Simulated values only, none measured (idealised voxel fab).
voxel gate over fins: a process module
Xsec cut, 155 nm wide, square cell size 5 nm.
Format of a cross-section: grid, square cells. Given as bands. Order: top down. Band: one or more rows of cells.
It is stipulated that each band's entry specify, in nanometres, the height of the top of the band and then that of its bottom, followed by the materials of the band in left-to-right sequence, each together with its width in nanometres. A single material marked by the word "edge to edge" is understood to fill the band from edge to edge; the word "blank" is understood to denote empty space.
Counting heights begins at 0, where everything beneath is, in the wafer as received, one material. The lowest band has no bottom; it goes on downwards, as "0 down" shows.
It should be noted that a width expressed as "30->40" varies in equal increments from row to row of cells within the band, taking the value of the first number at the top row and that of the second number at the bottom row.
Reading "changes: none" for a step: not a cell of the cross-section changed in it.
Enclosed voids (no open way to top), threshold 8 cells or more, entry "Closed voids list", notation width x height at distance, distance from left edge, nm.
Whatever follows a step's settings on its line is a remark the simulator itself makes about that step.
A step's line can hold "overlay nm"; with a mask on that step, the setting says how far right of the planned place the mask lay, while a negative setting says it lay to the left.
**Process steps (planned)**
- 1: RECEIVE (material Si)
- 2: CONFORMAL_DEP (material SiN; thk nm 10)
- 3: DIRECTIONAL_DEP (material aC; thk nm 15)
- 4: PATTERN (tone cover; mask id FINS; material resist; width nm 15; pitch nm 50; thk nm 35; overlay nm 0)
- 5: DIRECTIONAL_ETCH (etch materials aC; depth nm 15)
- 6: STRIP (etch materials resist)
- 7: DIRECTIONAL_ETCH (etch materials SiN; depth nm 10)
- 8: DIRECTIONAL_ETCH (etch materials Si; depth nm 35)
- 9: STRIP (etch materials aC)
- 10: FILL_DEP (material SiO2; thk nm 5)
- 11: CMP (height nm 10)
- 12: DIRECTIONAL_DEP (material aC; thk nm 10)
- 13: PATTERN (tone open; mask id RAIL; material resist; width nm 15; thk nm 30; overlay nm 0)
- 14: DIRECTIONAL_ETCH (etch materials aC; depth nm 5)
- 15: STRIP (etch materials resist)
- 16: DIRECTIONAL_ETCH (etch materials SiO2; depth nm 40)
- 17: STRIP (etch materials aC)
- 18: CONFORMAL_DEP (material TiN; thk nm 5)
- 19: FILL_DEP (material W; thk nm 5)
- 20: CMP (height nm 10)
- 21: SELECTIVE_ETCH (etch materials W Ru TiN; depth nm 25)
- 22: FILL_DEP (material SiO2; thk nm 5)
- 23: CMP (height nm 10)
- 24: SELECTIVE_ETCH (etch materials SiO2; depth nm 20)
- 25: STRIP (etch materials SiN)
- 26: CONFORMAL_DEP (material HfO2; thk nm 5)
- 27: CONFORMAL_DEP (material TiN; thk nm 5)
- 28: FILL_DEP (material W; thk nm 15)
- 29: CMP (height nm 20)
- 30: CONFORMAL_DEP (material SiN; thk nm 10)
Heads up: all these wafers start the same, and what changes between them is the depth nm in step 14. The value you see in the plan is just what the first wafer got.
**As-received cross-section, first of several wafers, post step 1**
0 down | Si edge to edge
Closed voids list: none
**wafer rows; end of module; cells per material since receipt: (+) gained, (-) lost; then closed voids**
depth nm 5 | +43 HfO2 | -154 Si | +62 SiN | +110 SiO2 | +43 TiN | +82 W | Closed voids list: none
depth nm 10 | +43 HfO2 | -154 Si | +62 SiN | +101 SiO2 | +50 TiN | +84 W | Closed voids list: none
depth nm 15 | +43 HfO2 | -154 Si | +62 SiN | +101 SiO2 | +50 TiN | +84 W | Closed voids list: none
depth nm 20 | +43 HfO2 | -154 Si | +62 SiN | +101 SiO2 | +50 TiN | +84 W | Closed voids list: none
depth nm 25 | +43 HfO2 | -154 Si | +62 SiN | +101 SiO2 | +50 TiN | +84 W | Closed voids list: none
